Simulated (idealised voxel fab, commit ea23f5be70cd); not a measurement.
Process module, titled voxel wiring stack
cross-section cut | 240 nm wide | cells 5 nm
Cross-sections here: square-cell grids, written as top-down lists of bands, a band being one or more rows of cells. Basically the band line says how high the top is and how high the bottom is, in nm, and then what's in it from left to right, every material with its width in nm. Empty space shows up as "blank", and if a single material carries "full width" it runs the full band edge to edge. A quick word on heights: they are counted from 0, and under that level the wafer as it came to us is one material throughout. The lowest band is different from the rest in having no bottom; it simply continues downward, written as in "0..down". The width entry "30 to 40" should be interpreted row by row: the top row of cells in the band takes the first number, the bottom row takes the second number, and the change between adjacent rows is uniform throughout. Take "changes: none" at face value: in the step it is given for, the cross-section changed in none of its cells. Reported under the label "Internal closed voids" are the empty spaces having no open way to the top and comprising 8 cells or more; the notation for each is width x height at distance, in which the distance is measured from the left edge and all three values are in nm. Whatever follows a step's settings on its line is a remark the simulator itself makes about that step. overlay nm: mask offset rightward from planned place, masked step; negative means leftward offset.
-- plan
1. op RECEIVE | material Si
2. op CONFORMAL_DEP | material SiO2 | thk nm 15
3. op CONFORMAL_DEP | material SiCN | thk nm 5
4. op DIRECTIONAL_DEP | material lowk | thk nm 20
5. op PATTERN | tone open | mask id METAL_1 | material resist | width nm 20 | pitch nm 45 | thk nm 15 | overlay nm 0
6. op DIRECTIONAL_ETCH | etch materials lowk | depth nm 20
7. op DIRECTIONAL_ETCH | etch materials SiCN | depth nm 5
8. op STRIP | etch materials resist
9. op CONFORMAL_DEP | material TiN | thk nm 5
10. op FILL_DEP | material Cu | thk nm 10
11. op CMP | height nm 40
12. op EPI | material Ru | thk nm 5
13. op FILL_DEP | material SiCN | thk nm 5
14. op DIRECTIONAL_DEP | material SiO2 | thk nm 25
15. op MASKED_ETCH | tone open | mask id METAL_2 | width nm 20 | pitch nm 45 | etch materials SiO2 | depth nm 15 | overlay nm 0
16. op PATTERN | tone open | mask id METAL_2_HOLES | material resist | width nm 15 | pitch nm 45 | thk nm 20 | overlay nm 0
17. op DIRECTIONAL_ETCH | etch materials SiO2 | depth nm 10
18. op DIRECTIONAL_ETCH | etch materials SiCN | depth nm 5
19. op STRIP | etch materials resist
20. op CONFORMAL_DEP | material TiN | thk nm 5
21. op FILL_DEP | material Cu | thk nm 10
22. op CMP | height nm 75
23. op CONFORMAL_DEP | material SiCN | thk nm 5
24. op DIRECTIONAL_DEP | material SiO2 | thk nm 30
25. op PATTERN | tone open | mask id METAL_3 | material resist | width nm 20 | pitch nm 45 | thk nm 20 | overlay nm 0
26. op DIRECTIONAL_ETCH | etch materials SiO2 | depth nm 20
27. op STRIP | etch materials resist
28. op MASKED_ETCH | tone open | mask id METAL_3_HOLES | width nm 15 | pitch nm 45 | etch materials SiO2 | depth nm 10 | overlay nm 0
29. op MASKED_ETCH | tone open | mask id METAL_3_HOLES | width nm 15 | pitch nm 45 | etch materials SiCN | depth nm 5 | overlay nm 0
30. op CONFORMAL_DEP | material TiN | thk nm 5
31. op FILL_DEP | material Cu | thk nm 10
32. op CMP | height nm 110
33. op CONFORMAL_DEP | material SiCN | thk nm 5
-- first wafer, as planned
-- Cross-section of the wafer upon arrival, representing the state reached after step 1
    0..down | Si full width
    Internal closed voids: none
-- You're looking at a cross-section of the wafer after step 2
    15..0 | SiO2 full width
    Under 0: no change, same as before.
-- You're looking at a cross-section of the wafer after step 3
    20..15 | SiCN full width
    Under 15: no change, same as before.
-- You're looking at a cross-section of the wafer after step 4
    40..20 | lowk full width
    Under 20: no change, same as before.
-- You're looking at a cross-section of the wafer after step 5
    55..40 | resist: 65 / blank: 20 / resist: 25 / blank: 20 / resist: 25 / blank: 20 / resist: 65
    Under 40: no change, same as before.
-- You're looking at a cross-section of the wafer after step 6
    55..40 | resist: 65 / blank: 20 / resist: 25 / blank: 20 / resist: 25 / blank: 20 / resist: 65
    40..20 | lowk: 65 / blank: 20 / lowk: 25 / blank: 20 / lowk: 25 / blank: 20 / lowk: 65
    Under 20: no change, same as before.
-- You're looking at a cross-section of the wafer after step 7
    55..40 | resist: 65 / blank: 20 / resist: 25 / blank: 20 / resist: 25 / blank: 20 / resist: 65
    40..20 | lowk: 65 / blank: 20 / lowk: 25 / blank: 20 / lowk: 25 / blank: 20 / lowk: 65
    20..15 | SiCN: 65 / blank: 20 / SiCN: 25 / blank: 20 / SiCN: 25 / blank: 20 / SiCN: 65
    Under 15: no change, same as before.
-- You're looking at a cross-section of the wafer after step 8
    40..20 | lowk: 65 / blank: 20 / lowk: 25 / blank: 20 / lowk: 25 / blank: 20 / lowk: 65
    Under 20: no change, same as before.
-- You're looking at a cross-section of the wafer after step 9
    45..40 | TiN: 70 / blank: 10 / TiN: 35 / blank: 10 / TiN: 35 / blank: 10 / TiN: 70
    40..20 | lowk: 65 / TiN: 5 / blank: 10 / TiN: 5 / lowk: 25 / TiN: 5 / blank: 10 / TiN: 5 / lowk: 25 / TiN: 5 / blank: 10 / TiN: 5 / lowk: 65
    20..15 | SiCN: 65 / TiN: 20 / SiCN: 25 / TiN: 20 / SiCN: 25 / TiN: 20 / SiCN: 65
    Under 15: no change, same as before.
-- You're looking at a cross-section of the wafer after step 10
    55..45 | Cu full width
    45..40 | TiN: 70 / Cu: 10 / TiN: 35 / Cu: 10 / TiN: 35 / Cu: 10 / TiN: 70
    40..20 | lowk: 65 / TiN: 5 / Cu: 10 / TiN: 5 / lowk: 25 / TiN: 5 / Cu: 10 / TiN: 5 / lowk: 25 / TiN: 5 / Cu: 10 / TiN: 5 / lowk: 65
    Under 20: no change, same as before.
-- You're looking at a cross-section of the wafer after step 11
    40..20 | lowk: 65 / TiN: 5 / Cu: 10 / TiN: 5 / lowk: 25 / TiN: 5 / Cu: 10 / TiN: 5 / lowk: 25 / TiN: 5 / Cu: 10 / TiN: 5 / lowk: 65
    Under 20: no change, same as before.
-- You're looking at a cross-section of the wafer after step 12
    45..40 | blank: 60 / Ru: 30 / blank: 15 / Ru: 30 / blank: 15 / Ru: 30 / blank: 60
    Under 40: no change, same as before.
-- You're looking at a cross-section of the wafer after step 13
    50..45 | SiCN full width
    45..40 | SiCN: 60 / Ru: 30 / SiCN: 15 / Ru: 30 / SiCN: 15 / Ru: 30 / SiCN: 60
    Under 40: no change, same as before.
-- You're looking at a cross-section of the wafer after step 14
    75..50 | SiO2 full width
    Under 50: no change, same as before.
-- You're looking at a cross-section of the wafer after step 15
    75..60 | SiO2: 65 / blank: 20 / SiO2: 25 / blank: 20 / SiO2: 25 / blank: 20 / SiO2: 65
    Under 60: no change, same as before.
-- You're looking at a cross-section of the wafer after step 16
    95..75 | resist: 65 / blank: 15 / resist: 30 / blank: 15 / resist: 30 / blank: 15 / resist: 70
    75..60 | SiO2: 65 / blank: 15 / resist: 5 / SiO2: 25 / blank: 15 / resist: 5 / SiO2: 25 / blank: 15 / resist: 5 / SiO2: 65
    Under 60: no change, same as before.
-- You're looking at a cross-section of the wafer after step 17
    95..75 | resist: 65 / blank: 15 / resist: 30 / blank: 15 / resist: 30 / blank: 15 / resist: 70
    75..60 | SiO2: 65 / blank: 15 / resist: 5 / SiO2: 25 / blank: 15 / resist: 5 / SiO2: 25 / blank: 15 / resist: 5 / SiO2: 65
    60..50 | SiO2: 65 / blank: 15 / SiO2: 30 / blank: 15 / SiO2: 30 / blank: 15 / SiO2: 70
    Under 50: no change, same as before.
-- You're looking at a cross-section of the wafer after step 18
    95..75 | resist: 65 / blank: 15 / resist: 30 / blank: 15 / resist: 30 / blank: 15 / resist: 70
    75..60 | SiO2: 65 / blank: 15 / resist: 5 / SiO2: 25 / blank: 15 / resist: 5 / SiO2: 25 / blank: 15 / resist: 5 / SiO2: 65
    60..50 | SiO2: 65 / blank: 15 / SiO2: 30 / blank: 15 / SiO2: 30 / blank: 15 / SiO2: 70
    50..45 | SiCN: 65 / blank: 15 / SiCN: 30 / blank: 15 / SiCN: 30 / blank: 15 / SiCN: 70
    Under 45: no change, same as before.
-- You're looking at a cross-section of the wafer after step 19
    75..60 | SiO2: 65 / blank: 20 / SiO2: 25 / blank: 20 / SiO2: 25 / blank: 20 / SiO2: 65
    Under 60: no change, same as before.
-- You're looking at a cross-section of the wafer after step 20
    80..75 | TiN: 70 / blank: 10 / TiN: 35 / blank: 10 / TiN: 35 / blank: 10 / TiN: 70
    75..65 | SiO2: 65 / TiN: 5 / blank: 10 / TiN: 5 / SiO2: 25 / TiN: 5 / blank: 10 / TiN: 5 / SiO2: 25 / TiN: 5 / blank: 10 / TiN: 5 / SiO2: 65
    65..60 | SiO2: 65 / TiN: 5 / blank: 5 / TiN: 10 / SiO2: 25 / TiN: 5 / blank: 5 / TiN: 10 / SiO2: 25 / TiN: 5 / blank: 5 / TiN: 10 / SiO2: 65
    60..50 | SiO2: 65 / TiN: 5 / blank: 5 / TiN: 5 / SiO2: 30 / TiN: 5 / blank: 5 / TiN: 5 / SiO2: 30 / TiN: 5 / blank: 5 / TiN: 5 / SiO2: 70
    50..45 | SiCN: 65 / TiN: 15 / SiCN: 30 / TiN: 15 / SiCN: 30 / TiN: 15 / SiCN: 70
    Under 45: no change, same as before.
-- You're looking at a cross-section of the wafer after step 21
    90..80 | Cu full width
    80..75 | TiN: 70 / Cu: 10 / TiN: 35 / Cu: 10 / TiN: 35 / Cu: 10 / TiN: 70
    75..65 | SiO2: 65 / TiN: 5 / Cu: 10 / TiN: 5 / SiO2: 25 / TiN: 5 / Cu: 10 / TiN: 5 / SiO2: 25 / TiN: 5 / Cu: 10 / TiN: 5 / SiO2: 65
    65..60 | SiO2: 65 / TiN: 5 / Cu: 5 / TiN: 10 / SiO2: 25 / TiN: 5 / Cu: 5 / TiN: 10 / SiO2: 25 / TiN: 5 / Cu: 5 / TiN: 10 / SiO2: 65
    60..50 | SiO2: 65 / TiN: 5 / Cu: 5 / TiN: 5 / SiO2: 30 / TiN: 5 / Cu: 5 / TiN: 5 / SiO2: 30 / TiN: 5 / Cu: 5 / TiN: 5 / SiO2: 70
    Under 50: no change, same as before.
-- You're looking at a cross-section of the wafer after step 22
    75..65 | SiO2: 65 / TiN: 5 / Cu: 10 / TiN: 5 / SiO2: 25 / TiN: 5 / Cu: 10 / TiN: 5 / SiO2: 25 / TiN: 5 / Cu: 10 / TiN: 5 / SiO2: 65
    Under 65: no change, same as before.
-- You're looking at a cross-section of the wafer after step 23
    80..75 | SiCN full width
    Under 75: no change, same as before.
-- You're looking at a cross-section of the wafer after step 24
    110..80 | SiO2 full width
    Under 80: no change, same as before.
-- You're looking at a cross-section of the wafer after step 25
    130..110 | resist: 65 / blank: 20 / resist: 25 / blank: 20 / resist: 25 / blank: 20 / resist: 65
    Under 110: no change, same as before.
-- You're looking at a cross-section of the wafer after step 26
    130..110 | resist: 65 / blank: 20 / resist: 25 / blank: 20 / resist: 25 / blank: 20 / resist: 65
    110..90 | SiO2: 65 / blank: 20 / SiO2: 25 / blank: 20 / SiO2: 25 / blank: 20 / SiO2: 65
    Under 90: no change, same as before.
-- You're looking at a cross-section of the wafer after step 27
    110..90 | SiO2: 65 / blank: 20 / SiO2: 25 / blank: 20 / SiO2: 25 / blank: 20 / SiO2: 65
    Under 90: no change, same as before.
-- You're looking at a cross-section of the wafer after step 28
    110..90 | SiO2: 65 / blank: 20 / SiO2: 25 / blank: 20 / SiO2: 25 / blank: 20 / SiO2: 65
    90..80 | SiO2: 65 / blank: 15 / SiO2: 30 / blank: 15 / SiO2: 30 / blank: 15 / SiO2: 70
    Under 80: no change, same as before.
-- You're looking at a cross-section of the wafer after step 29
    110..90 | SiO2: 65 / blank: 20 / SiO2: 25 / blank: 20 / SiO2: 25 / blank: 20 / SiO2: 65
    90..80 | SiO2: 65 / blank: 15 / SiO2: 30 / blank: 15 / SiO2: 30 / blank: 15 / SiO2: 70
    80..75 | SiCN: 65 / blank: 15 / SiCN: 30 / blank: 15 / SiCN: 30 / blank: 15 / SiCN: 70
    Under 75: no change, same as before.
-- You're looking at a cross-section of the wafer after step 30
    115..110 | TiN: 70 / blank: 10 / TiN: 35 / blank: 10 / TiN: 35 / blank: 10 / TiN: 70
    110..95 | SiO2: 65 / TiN: 5 / blank: 10 / TiN: 5 / SiO2: 25 / TiN: 5 / blank: 10 / TiN: 5 / SiO2: 25 / TiN: 5 / blank: 10 / TiN: 5 / SiO2: 65
    95..90 | SiO2: 65 / TiN: 5 / blank: 5 / TiN: 10 / SiO2: 25 / TiN: 5 / blank: 5 / TiN: 10 / SiO2: 25 / TiN: 5 / blank: 5 / TiN: 10 / SiO2: 65
    90..80 | SiO2: 65 / TiN: 5 / blank: 5 / TiN: 5 / SiO2: 30 / TiN: 5 / blank: 5 / TiN: 5 / SiO2: 30 / TiN: 5 / blank: 5 / TiN: 5 / SiO2: 70
    80..75 | SiCN: 65 / TiN: 15 / SiCN: 30 / TiN: 15 / SiCN: 30 / TiN: 15 / SiCN: 70
    Under 75: no change, same as before.
-- You're looking at a cross-section of the wafer after step 31
    125..115 | Cu full width
    115..110 | TiN: 70 / Cu: 10 / TiN: 35 / Cu: 10 / TiN: 35 / Cu: 10 / TiN: 70
    110..95 | SiO2: 65 / TiN: 5 / Cu: 10 / TiN: 5 / SiO2: 25 / TiN: 5 / Cu: 10 / TiN: 5 / SiO2: 25 / TiN: 5 / Cu: 10 / TiN: 5 / SiO2: 65
    95..90 | SiO2: 65 / TiN: 5 / Cu: 5 / TiN: 10 / SiO2: 25 / TiN: 5 / Cu: 5 / TiN: 10 / SiO2: 25 / TiN: 5 / Cu: 5 / TiN: 10 / SiO2: 65
    90..80 | SiO2: 65 / TiN: 5 / Cu: 5 / TiN: 5 / SiO2: 30 / TiN: 5 / Cu: 5 / TiN: 5 / SiO2: 30 / TiN: 5 / Cu: 5 / TiN: 5 / SiO2: 70
    Under 80: no change, same as before.
-- You're looking at a cross-section of the wafer after step 32
    110..95 | SiO2: 65 / TiN: 5 / Cu: 10 / TiN: 5 / SiO2: 25 / TiN: 5 / Cu: 10 / TiN: 5 / SiO2: 25 / TiN: 5 / Cu: 10 / TiN: 5 / SiO2: 65
    Under 95: no change, same as before.
-- You're looking at a cross-section of the wafer after step 33
    115..110 | SiCN full width
    Under 110: no change, same as before.
-- Second wafer. Start and plan as for the first. One mistake made in running. Agrees with the first up to and including step 24
-- Here is the second wafer in cross-section at the point where step 25 of the plan should have been done
    130..110 | resist: 70 / blank: 15 / resist: 30 / blank: 15 / resist: 30 / blank: 15 / resist: 65
    Under 110: no change, same as before.
-- Here is the second wafer in cross-section at the point where step 26 of the plan should have been done
    130..110 | resist: 70 / blank: 15 / resist: 30 / blank: 15 / resist: 30 / blank: 15 / resist: 65
    110..90 | SiO2: 70 / blank: 15 / SiO2: 30 / blank: 15 / SiO2: 30 / blank: 15 / SiO2: 65
    Under 90: no change, same as before.
-- Here is the second wafer in cross-section at the point where step 27 of the plan should have been done
    110..90 | SiO2: 70 / blank: 15 / SiO2: 30 / blank: 15 / SiO2: 30 / blank: 15 / SiO2: 65
    Under 90: no change, same as before.
-- Here is the second wafer in cross-section at the point where step 28 of the plan should have been done
    110..100 | SiO2: 65 / blank: 20 / SiO2: 25 / blank: 20 / SiO2: 25 / blank: 20 / SiO2: 65
    100..90 | SiO2: 70 / blank: 15 / SiO2: 30 / blank: 15 / SiO2: 30 / blank: 15 / SiO2: 65
    90..80 | SiO2: 70 / blank: 10 / SiO2: 35 / blank: 10 / SiO2: 35 / blank: 10 / SiO2: 70
    Under 80: no change, same as before.
-- Here is the second wafer in cross-section at the point where step 29 of the plan should have been done
    110..100 | SiO2: 65 / blank: 20 / SiO2: 25 / blank: 20 / SiO2: 25 / blank: 20 / SiO2: 65
    100..90 | SiO2: 70 / blank: 15 / SiO2: 30 / blank: 15 / SiO2: 30 / blank: 15 / SiO2: 65
    90..80 | SiO2: 70 / blank: 10 / SiO2: 35 / blank: 10 / SiO2: 35 / blank: 10 / SiO2: 70
    80..75 | SiCN: 70 / blank: 10 / SiCN: 35 / blank: 10 / SiCN: 35 / blank: 10 / SiCN: 70
    Under 75: no change, same as before.
-- Here is the second wafer in cross-section at the point where step 30 of the plan should have been done
    115..110 | TiN: 70 / blank: 10 / TiN: 35 / blank: 10 / TiN: 35 / blank: 10 / TiN: 70
    110..100 | SiO2: 65 / TiN: 5 to 10 / blank: 10 to 5 / TiN: 5 / SiO2: 25 / TiN: 5 to 10 / blank: 10 to 5 / TiN: 5 / SiO2: 25 / TiN: 5 to 10 / blank: 10 to 5 / TiN: 5 / SiO2: 65
    100..95 | SiO2: 70 / TiN: 5 / blank: 5 / TiN: 5 / SiO2: 30 / TiN: 5 / blank: 5 / TiN: 5 / SiO2: 30 / TiN: 5 / blank: 5 / TiN: 5 / SiO2: 65
    95..90 | SiO2: 70 / TiN: 15 / SiO2: 30 / TiN: 15 / SiO2: 30 / TiN: 15 / SiO2: 65
    90..80 | SiO2: 70 / TiN: 10 / SiO2: 35 / TiN: 10 / SiO2: 35 / TiN: 10 / SiO2: 70
    80..75 | SiCN: 70 / TiN: 10 / SiCN: 35 / TiN: 10 / SiCN: 35 / TiN: 10 / SiCN: 70
    Under 75: no change, same as before.
-- Here is the second wafer in cross-section at the point where step 31 of the plan should have been done
    125..115 | Cu full width
    115..110 | TiN: 70 / Cu: 10 / TiN: 35 / Cu: 10 / TiN: 35 / Cu: 10 / TiN: 70
    110..100 | SiO2: 65 / TiN: 5 to 10 / Cu: 10 to 5 / TiN: 5 / SiO2: 25 / TiN: 5 to 10 / Cu: 10 to 5 / TiN: 5 / SiO2: 25 / TiN: 5 to 10 / Cu: 10 to 5 / TiN: 5 / SiO2: 65
    100..95 | SiO2: 70 / TiN: 5 / Cu: 5 / TiN: 5 / SiO2: 30 / TiN: 5 / Cu: 5 / TiN: 5 / SiO2: 30 / TiN: 5 / Cu: 5 / TiN: 5 / SiO2: 65
    Under 95: no change, same as before.
-- Here is the second wafer in cross-section at the point where step 32 of the plan should have been done
    110..100 | SiO2: 65 / TiN: 5 to 10 / Cu: 10 to 5 / TiN: 5 / SiO2: 25 / TiN: 5 to 10 / Cu: 10 to 5 / TiN: 5 / SiO2: 25 / TiN: 5 to 10 / Cu: 10 to 5 / TiN: 5 / SiO2: 65
    Under 100: no change, same as before.
-- Here is the second wafer in cross-section at the point where step 33 of the plan should have been done
    115..110 | SiCN full width
    Under 110: no change, same as before.
Error vs. plan: step 25 deviated from plan and actually ran as op PATTERN | tone open | mask id METAL_3 | material resist | width nm 15 | pitch nm 45 | thk nm 20 | overlay nm 0
Count the cells at the end and the second wafer has more or fewer of some materials than the first: 15 fewer of Cu, 3 more of SiCN, 12 more of SiO2
